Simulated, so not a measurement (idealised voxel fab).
Name of the process module below: voxel ribs on slabs
Section cut is 180 nm wide and gridded with 5 nm square cells.
In this document a cross-section is written as a grid of square cells. It is given as a series of bands, listed from the top down, and a band is one or more rows of cells.
Heads up on the band format: heights come first, top then bottom, in nm. After that it's the materials left to right, each with its width in nm. A single material flagged "everywhere" fills the whole band edge to edge, and "empty" means there's empty space there.
Zero point of the height axis is 0; under it, received wafer = one material. Lowest band: continues down indefinitely, "top 0, no bottom".
Width spec "30 to 40" -> top row of cells at first value, bottom row at second value, equal per-row change in between.
Where the words "nothing got changed" appear for a step, the cross-section shows no cell changed by that step; every cell remained as before.
"Trapped cavities" specifies each empty space that is not open to the top and that occupies no fewer than 8 cells, using the form width x height at distance, the distance measured from the left edge and all three quantities in nm.
Note: text after step settings on the step line = simulator remark on that step.
On any step carrying a mask, the "overlay nm" setting, if present on the step's line, tells how far right of its planned place the mask lay; negative values point to the left.
Planned step list for the process:
- 1: RECEIVE, material Si
- 2: DIRECTIONAL_DEP, material SiO2, thk nm 25
- 3: DIRECTIONAL_DEP, material polySi, thk nm 15
- 4: MASKED_ETCH, tone cover, mask id RIB, width nm 20, etch materials polySi, depth nm 10, overlay nm 0
- 5: PATTERN, tone cover, mask id SLAB, material resist, width nm 80, thk nm 15, overlay nm 0
- 6: DIRECTIONAL_ETCH, etch materials polySi, depth nm 5
- 7: STRIP, etch materials resist
- 8: FILL_DEP, material SiO2, thk nm 20
- 9: CMP, height nm 50
- 10: DIRECTIONAL_DEP, material W, thk nm 5
- 11: PATTERN, tone cover, mask id HEATER, material resist, width nm 30, thk nm 20, overlay nm 0
- 12: DIRECTIONAL_ETCH, etch materials W, depth nm 5
- 13: STRIP, etch materials resist
- 14: CONFORMAL_DEP, material SiN, thk nm 10
Cross-section: wafer on arrival = after step 1:
	top 0, no bottom: Si everywhere
	Trapped cavities: none
Sectioned view, first of two wafers, at the close of the module, processed as intended in the plan:
	top 65, bottom 60: empty 65 / SiN 50 / empty 65
	top 60, bottom 55: SiN everywhere
	top 55, bottom 50: SiN 75 / W 30 / SiN 75
	top 50, bottom 40: SiO2 everywhere
	top 40, bottom 30: SiO2 80 / polySi 20 / SiO2 80
	top 30, bottom 25: SiO2 50 / polySi 80 / SiO2 50
	top 25, bottom 0: SiO2 everywhere
	top 0, no bottom: Si everywhere
	Trapped cavities: none
Second wafer through the module, sectioned at the end: same beginning and same plan as the first wafer, with one mistake in carrying it out:
	top 65, bottom 60: SiN 85 / empty 10 / SiN 85
	top 60, bottom 55: SiN everywhere
	top 55, bottom 50: W 75 / SiN 30 / W 75
	top 50, bottom 40: SiO2 everywhere
	top 40, bottom 30: SiO2 80 / polySi 20 / SiO2 80
	top 30, bottom 25: SiO2 50 / polySi 80 / SiO2 50
	top 25, bottom 0: SiO2 everywhere
	top 0, no bottom: Si everywhere
	Trapped cavities: none
So what did we get wrong on this run? step 11 off recipe, ran as PATTERN, tone open, mask id HEATER, material resist, width nm 30, thk nm 20, overlay nm 0
It is noted that, at the conclusion of processing, the second wafer exhibits a higher or lower cell count for certain materials relative to the first: +24 W
